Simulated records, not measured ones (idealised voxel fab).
Presented below is a process module, voxel capacitor over wiring.
FYI the section here is cut, 165 nm wide, cells are 5 nm squares.
Heads up, the way a cross-section reads in here is a grid of square cells, handed over as bands from the top down, with every band being one or more rows of cells. First you get the band's top height and its bottom height, in nm, and then the materials it's made of, left to right, with each width in nm. If you see a single material with "everywhere", that one covers the band edge to edge. "blank" is empty space. For the purposes of this specification, 0 denotes the height below which the wafer in its as-received condition is composed wholly of one material, and the lowermost band, lacking a lower limit, extends downward without end, as expressed in "z 0 and below". With a width like "30 to 40", each row of cells in the band differs from the next by the same amount, the top row carrying the first number and the bottom row the second. "nothing was modified", as given for a step, is the statement that not any cell of the cross-section underwent a change during that step. If an empty space has no open way to the top and is at least 8 cells in size, "Non-vented voids" lists it, written width x height at distance, where distance is measured from the left edge and every value is in nm. Where a step's line continues beyond its settings, the continuation is a remark by the simulator itself on that step. The "overlay nm" setting may appear on a step's line; for a step that uses a mask, it gives how far to the right of its planned position the mask lay, and a negative value indicates the left.

THESE ARE THE STEPS WE PLANNED FOR THE PROCESS
1,RECEIVE,material Si
2,CONFORMAL_DEP,material SiO2,thk nm 10
3,CONFORMAL_DEP,material SiN,thk nm 5
4,DIRECTIONAL_DEP,material lowk,thk nm 20
5,DIRECTIONAL_DEP,material aC,thk nm 15
6,PATTERN,tone open,mask id METAL_1,material resist,width nm 20,pitch nm 90,thk nm 35,overlay nm 0
7,DIRECTIONAL_ETCH,etch materials aC,depth nm 15
8,STRIP,etch materials resist
9,DIRECTIONAL_ETCH,etch materials lowk,depth nm 20
10,DIRECTIONAL_ETCH,etch materials SiN,depth nm 5
11,STRIP,etch materials aC
12,CONFORMAL_DEP,material TiN,thk nm 5
13,FILL_DEP,material Cu,thk nm 5
14,CMP,height nm 35
15,CONFORMAL_DEP,material SiCN,thk nm 5
16,DIRECTIONAL_DEP,material lowk,thk nm 20
17,PATTERN,tone open,mask id PLUG_1,material resist,width nm 15,thk nm 15,overlay nm 0
18,DIRECTIONAL_ETCH,etch materials lowk,depth nm 20
19,DIRECTIONAL_ETCH,etch materials SiCN,depth nm 5
20,STRIP,etch materials resist
21,EPI,material Ru,thk nm 10
22,EPI,material Ru,thk nm 10
23,EPI,material Ru,thk nm 5
24,DIRECTIONAL_DEP,material TiN,thk nm 5
25,DIRECTIONAL_DEP,material HfO2,thk nm 5
26,DIRECTIONAL_DEP,material TiN,thk nm 5
27,MASKED_ETCH,tone cover,mask id UPPER_PLATE,width nm 75,etch materials TiN,depth nm 5,overlay nm 0
28,MASKED_ETCH,tone cover,mask id UPPER_PLATE,width nm 75,etch materials HfO2,depth nm 5,overlay nm 0
29,PATTERN,tone cover,mask id LOWER_PLATE,material resist,width nm 85,thk nm 20,overlay nm 0
30,DIRECTIONAL_ETCH,etch materials TiN,depth nm 5
31,STRIP,etch materials resist
32,FILL_DEP,material SiO2,thk nm 15
33,CMP,height nm 85
34,DIRECTIONAL_DEP,material aC,thk nm 10
35,PATTERN,tone open,mask id PLUG_2,material resist,width nm 15,thk nm 30,overlay nm 0
36,DIRECTIONAL_ETCH,etch materials aC,depth nm 10
37,STRIP,etch materials resist
38,DIRECTIONAL_ETCH,etch materials SiO2,depth nm 10
39,STRIP,etch materials aC
40,CONFORMAL_DEP,material TiN,thk nm 5
41,FILL_DEP,material Cu,thk nm 10
42,CMP,height nm 85
43,CONFORMAL_DEP,material SiCN,thk nm 5

BELOW: THE FIRST OF TWO WAFERS, RUN AS PLANNED

WAFER AT RECEIPT (POST STEP 1), CROSS-SECTION
- z 0 and below  Si everywhere
- Non-vented voids: none

AFTER STEP 2
- z 10 to 0  SiO2 everywhere
- Note: structure below 0 unchanged.

AFTER STEP 3
- z 15 to 10  SiN everywhere
- Note: structure below 10 unchanged.

AFTER STEP 4
- z 35 to 15  lowk everywhere
- Note: structure below 15 unchanged.

AFTER STEP 5
- z 50 to 35  aC everywhere
- Note: structure below 35 unchanged.

AFTER STEP 6
- z 85 to 50  resist 25 nm  blank 20 nm  resist 70 nm  blank 20 nm  resist 30 nm
- Note: structure below 50 unchanged.

AFTER STEP 7
- z 70 to 50  resist 25 nm  blank 20 nm  resist 70 nm  blank 20 nm  resist 30 nm
- z 50 to 35  aC 25 nm  blank 20 nm  aC 70 nm  blank 20 nm  aC 30 nm
- Note: structure below 35 unchanged.

AFTER STEP 8
- z 50 to 35  aC 25 nm  blank 20 nm  aC 70 nm  blank 20 nm  aC 30 nm
- Note: structure below 35 unchanged.

AFTER STEP 9
- z 50 to 35  aC 25 nm  blank 20 nm  aC 70 nm  blank 20 nm  aC 30 nm
- z 35 to 15  lowk 25 nm  blank 20 nm  lowk 70 nm  blank 20 nm  lowk 30 nm
- Note: structure below 15 unchanged.

AFTER STEP 10
- z 50 to 35  aC 25 nm  blank 20 nm  aC 70 nm  blank 20 nm  aC 30 nm
- z 35 to 15  lowk 25 nm  blank 20 nm  lowk 70 nm  blank 20 nm  lowk 30 nm
- z 15 to 10  SiN 25 nm  blank 20 nm  SiN 70 nm  blank 20 nm  SiN 30 nm
- Note: structure below 10 unchanged.

AFTER STEP 11
- z 35 to 15  lowk 25 nm  blank 20 nm  lowk 70 nm  blank 20 nm  lowk 30 nm
- Note: structure below 15 unchanged.

AFTER STEP 12
- z 40 to 35  TiN 30 nm  blank 10 nm  TiN 80 nm  blank 10 nm  TiN 35 nm
- z 35 to 15  lowk 25 nm  TiN 5 nm  blank 10 nm  TiN 5 nm  lowk 70 nm  TiN 5 nm  blank 10 nm  TiN 5 nm  lowk 30 nm
- z 15 to 10  SiN 25 nm  TiN 20 nm  SiN 70 nm  TiN 20 nm  SiN 30 nm
- Note: structure below 10 unchanged.

AFTER STEP 13
- z 45 to 40  Cu everywhere
- z 40 to 35  TiN 30 nm  Cu 10 nm  TiN 80 nm  Cu 10 nm  TiN 35 nm
- z 35 to 15  lowk 25 nm  TiN 5 nm  Cu 10 nm  TiN 5 nm  lowk 70 nm  TiN 5 nm  Cu 10 nm  TiN 5 nm  lowk 30 nm
- Note: structure below 15 unchanged.

AFTER STEP 14
- z 35 to 15  lowk 25 nm  TiN 5 nm  Cu 10 nm  TiN 5 nm  lowk 70 nm  TiN 5 nm  Cu 10 nm  TiN 5 nm  lowk 30 nm
- Note: structure below 15 unchanged.

AFTER STEP 15
- z 40 to 35  SiCN everywhere
- Note: structure below 35 unchanged.

AFTER STEP 16
- z 60 to 40  lowk everywhere
- Note: structure below 40 unchanged.

AFTER STEP 17
- z 75 to 60  resist 30 nm  blank 15 nm  resist 120 nm
- Note: structure below 60 unchanged.

AFTER STEP 18
- z 75 to 60  resist 30 nm  blank 15 nm  resist 120 nm
- z 60 to 40  lowk 30 nm  blank 15 nm  lowk 120 nm
- Note: structure below 40 unchanged.

AFTER STEP 19
- z 75 to 60  resist 30 nm  blank 15 nm  resist 120 nm
- z 60 to 40  lowk 30 nm  blank 15 nm  lowk 120 nm
- z 40 to 35  SiCN 30 nm  blank 15 nm  SiCN 120 nm
- Note: structure below 35 unchanged.

AFTER STEP 20
- z 60 to 40  lowk 30 nm  blank 15 nm  lowk 120 nm
- Note: structure below 40 unchanged.

AFTER STEP 21
- z 60 to 45  lowk 30 nm  blank 15 nm  lowk 120 nm
- z 45 to 40  lowk 30 nm  Ru 15 nm  lowk 120 nm
- z 40 to 35  SiCN 30 nm  Ru 15 nm  SiCN 120 nm
- Note: structure below 35 unchanged.

AFTER STEP 22
- z 60 to 55  lowk 30 nm  blank 15 nm  lowk 120 nm
- z 55 to 40  lowk 30 nm  Ru 15 nm  lowk 120 nm
- Note: structure below 40 unchanged.

AFTER STEP 23
- z 60 to 40  lowk 30 nm  Ru 15 nm  lowk 120 nm
- Note: structure below 40 unchanged.

AFTER STEP 24
- z 65 to 60  TiN everywhere
- Note: structure below 60 unchanged.

AFTER STEP 25
- z 70 to 65  HfO2 everywhere
- Note: structure below 65 unchanged.

AFTER STEP 26
- z 75 to 70  TiN everywhere
- Note: structure below 70 unchanged.

AFTER STEP 27
- z 75 to 70  blank 30 nm  TiN 75 nm  blank 60 nm
- Note: structure below 70 unchanged.

AFTER STEP 28
- z 75 to 70  blank 30 nm  TiN 75 nm  blank 60 nm
- z 70 to 65  blank 30 nm  HfO2 75 nm  blank 60 nm
- Note: structure below 65 unchanged.

AFTER STEP 29
- z 95 to 75  blank 25 nm  resist 85 nm  blank 55 nm
- z 75 to 70  blank 25 nm  resist 5 nm  TiN 75 nm  resist 5 nm  blank 55 nm
- z 70 to 65  blank 25 nm  resist 5 nm  HfO2 75 nm  resist 5 nm  blank 55 nm
- Note: structure below 65 unchanged.

AFTER STEP 30
- z 95 to 75  blank 25 nm  resist 85 nm  blank 55 nm
- z 75 to 70  blank 25 nm  resist 5 nm  TiN 75 nm  resist 5 nm  blank 55 nm
- z 70 to 65  blank 25 nm  resist 5 nm  HfO2 75 nm  resist 5 nm  blank 55 nm
- z 65 to 60  blank 25 nm  TiN 85 nm  blank 55 nm
- Note: structure below 60 unchanged.

AFTER STEP 31
- z 75 to 70  blank 30 nm  TiN 75 nm  blank 60 nm
- z 70 to 65  blank 30 nm  HfO2 75 nm  blank 60 nm
- Note: structure below 65 unchanged.

AFTER STEP 32
- z 90 to 75  SiO2 everywhere
- z 75 to 70  SiO2 30 nm  TiN 75 nm  SiO2 60 nm
- z 70 to 65  SiO2 30 nm  HfO2 75 nm  SiO2 60 nm
- z 65 to 60  SiO2 25 nm  TiN 85 nm  SiO2 55 nm
- Note: structure below 60 unchanged.

AFTER STEP 33
- z 85 to 75  SiO2 everywhere
- Note: structure below 75 unchanged.

AFTER STEP 34
- z 95 to 85  aC everywhere
- Note: structure below 85 unchanged.

AFTER STEP 35
- z 125 to 95  resist 40 nm  blank 15 nm  resist 110 nm
- Note: structure below 95 unchanged.

AFTER STEP 36
- z 115 to 95  resist 40 nm  blank 15 nm  resist 110 nm
- z 95 to 85  aC 40 nm  blank 15 nm  aC 110 nm
- Note: structure below 85 unchanged.

AFTER STEP 37
- z 95 to 85  aC 40 nm  blank 15 nm  aC 110 nm
- Note: structure below 85 unchanged.

AFTER STEP 38
- z 95 to 85  aC 40 nm  blank 15 nm  aC 110 nm
- z 85 to 75  SiO2 40 nm  blank 15 nm  SiO2 110 nm
- Note: structure below 75 unchanged.

AFTER STEP 39
- z 85 to 75  SiO2 40 nm  blank 15 nm  SiO2 110 nm
- Note: structure below 75 unchanged.

AFTER STEP 40
- z 90 to 85  TiN 45 nm  blank 5 nm  TiN 115 nm
- z 85 to 80  SiO2 40 nm  TiN 5 nm  blank 5 nm  TiN 5 nm  SiO2 110 nm
- z 80 to 70  SiO2 40 to 30 nm  TiN 15 to 75 nm  SiO2 110 to 60 nm
- Note: structure below 70 unchanged.

AFTER STEP 41
- z 100 to 90  Cu everywhere
- z 90 to 85  TiN 45 nm  Cu 5 nm  TiN 115 nm
- z 85 to 80  SiO2 40 nm  TiN 5 nm  Cu 5 nm  TiN 5 nm  SiO2 110 nm
- Note: structure below 80 unchanged.

AFTER STEP 42
- z 85 to 80  SiO2 40 nm  TiN 5 nm  Cu 5 nm  TiN 5 nm  SiO2 110 nm
- Note: structure below 80 unchanged.

AFTER STEP 43
- z 90 to 85  SiCN everywhere
- Note: structure below 85 unchanged.

IT IS TO BE NOTED THAT THE SECOND WAFER PROCEEDED FROM THE SAME INITIAL STATE AND ACCORDING TO THE SAME PLAN AS THE FIRST, ALTHOUGH ONE MISTAKE WAS COMMITTED IN ITS EXECUTION; THROUGH STEP 26, INCLUSIVE, THE TWO WAFERS SHARE AN IDENTICAL HISTORY

SECOND WAFER SHOWN IN CROSS-SECTION AT THE TIME STEP 27 WAS SLATED TO END
- z 75 to 70  blank 35 nm  TiN 70 nm  blank 60 nm
- Note: structure below 70 unchanged.

SECOND WAFER SHOWN IN CROSS-SECTION AT THE TIME STEP 28 WAS SLATED TO END
- z 75 to 70  blank 35 nm  TiN 70 nm  blank 60 nm
- z 70 to 65  blank 30 nm  HfO2 75 nm  blank 60 nm
- Note: structure below 65 unchanged.

SECOND WAFER SHOWN IN CROSS-SECTION AT THE TIME STEP 29 WAS SLATED TO END
- z 95 to 75  blank 25 nm  resist 85 nm  blank 55 nm
- z 75 to 70  blank 25 nm  resist 10 nm  TiN 70 nm  resist 5 nm  blank 55 nm
- z 70 to 65  blank 25 nm  resist 5 nm  HfO2 75 nm  resist 5 nm  blank 55 nm
- Note: structure below 65 unchanged.

SECOND WAFER SHOWN IN CROSS-SECTION AT THE TIME STEP 30 WAS SLATED TO END
- z 95 to 75  blank 25 nm  resist 85 nm  blank 55 nm
- z 75 to 70  blank 25 nm  resist 10 nm  TiN 70 nm  resist 5 nm  blank 55 nm
- z 70 to 65  blank 25 nm  resist 5 nm  HfO2 75 nm  resist 5 nm  blank 55 nm
- z 65 to 60  blank 25 nm  TiN 85 nm  blank 55 nm
- Note: structure below 60 unchanged.

SECOND WAFER SHOWN IN CROSS-SECTION AT THE TIME STEP 31 WAS SLATED TO END
- z 75 to 70  blank 35 nm  TiN 70 nm  blank 60 nm
- z 70 to 65  blank 30 nm  HfO2 75 nm  blank 60 nm
- Note: structure below 65 unchanged.

SECOND WAFER SHOWN IN CROSS-SECTION AT THE TIME STEP 32 WAS SLATED TO END
- z 90 to 75  SiO2 everywhere
- z 75 to 70  SiO2 35 nm  TiN 70 nm  SiO2 60 nm
- z 70 to 65  SiO2 30 nm  HfO2 75 nm  SiO2 60 nm
- z 65 to 60  SiO2 25 nm  TiN 85 nm  SiO2 55 nm
- Note: structure below 60 unchanged.

SECOND WAFER SHOWN IN CROSS-SECTION AT THE TIME STEP 33 WAS SLATED TO END
- z 85 to 75  SiO2 everywhere
- Note: structure below 75 unchanged.

SECOND WAFER SHOWN IN CROSS-SECTION AT THE TIME STEP 34 WAS SLATED TO END
- z 95 to 85  aC everywhere
- Note: structure below 85 unchanged.

SECOND WAFER SHOWN IN CROSS-SECTION AT THE TIME STEP 35 WAS SLATED TO END
- z 125 to 95  resist 40 nm  blank 15 nm  resist 110 nm
- Note: structure below 95 unchanged.

SECOND WAFER SHOWN IN CROSS-SECTION AT THE TIME STEP 36 WAS SLATED TO END
- z 115 to 95  resist 40 nm  blank 15 nm  resist 110 nm
- z 95 to 85  aC 40 nm  blank 15 nm  aC 110 nm
- Note: structure below 85 unchanged.

SECOND WAFER SHOWN IN CROSS-SECTION AT THE TIME STEP 37 WAS SLATED TO END
- z 95 to 85  aC 40 nm  blank 15 nm  aC 110 nm
- Note: structure below 85 unchanged.

SECOND WAFER SHOWN IN CROSS-SECTION AT THE TIME STEP 38 WAS SLATED TO END
- z 95 to 85  aC 40 nm  blank 15 nm  aC 110 nm
- z 85 to 75  SiO2 40 nm  blank 15 nm  SiO2 110 nm
- Note: structure below 75 unchanged.

SECOND WAFER SHOWN IN CROSS-SECTION AT THE TIME STEP 39 WAS SLATED TO END
- z 85 to 75  SiO2 40 nm  blank 15 nm  SiO2 110 nm
- Note: structure below 75 unchanged.

SECOND WAFER SHOWN IN CROSS-SECTION AT THE TIME STEP 40 WAS SLATED TO END
- z 90 to 85  TiN 45 nm  blank 5 nm  TiN 115 nm
- z 85 to 80  SiO2 40 nm  TiN 5 nm  blank 5 nm  TiN 5 nm  SiO2 110 nm
- z 80 to 70  SiO2 40 to 35 nm  TiN 15 to 70 nm  SiO2 110 to 60 nm
- Note: structure below 70 unchanged.

SECOND WAFER SHOWN IN CROSS-SECTION AT THE TIME STEP 41 WAS SLATED TO END
- z 100 to 90  Cu everywhere
- z 90 to 85  TiN 45 nm  Cu 5 nm  TiN 115 nm
- z 85 to 80  SiO2 40 nm  TiN 5 nm  Cu 5 nm  TiN 5 nm  SiO2 110 nm
- Note: structure below 80 unchanged.

SECOND WAFER SHOWN IN CROSS-SECTION AT THE TIME STEP 42 WAS SLATED TO END
- z 85 to 80  SiO2 40 nm  TiN 5 nm  Cu 5 nm  TiN 5 nm  SiO2 110 nm
- Note: structure below 80 unchanged.

SECOND WAFER SHOWN IN CROSS-SECTION AT THE TIME STEP 43 WAS SLATED TO END
- z 90 to 85  SiCN everywhere
- Note: structure below 85 unchanged.
It is concluded that the wafer was processed incorrectly with respect to the plan, in that step 27 was run on a setting that differed from the plan, and what really ran there is MASKED_ETCH,tone cover,mask id UPPER_PLATE,width nm 70,etch materials TiN,depth nm 5,overlay nm 0
Wrapping up, a cell-based count of both wafers puts the second over or under the first for these materials: 1 more of SiO2, 1 fewer of TiN
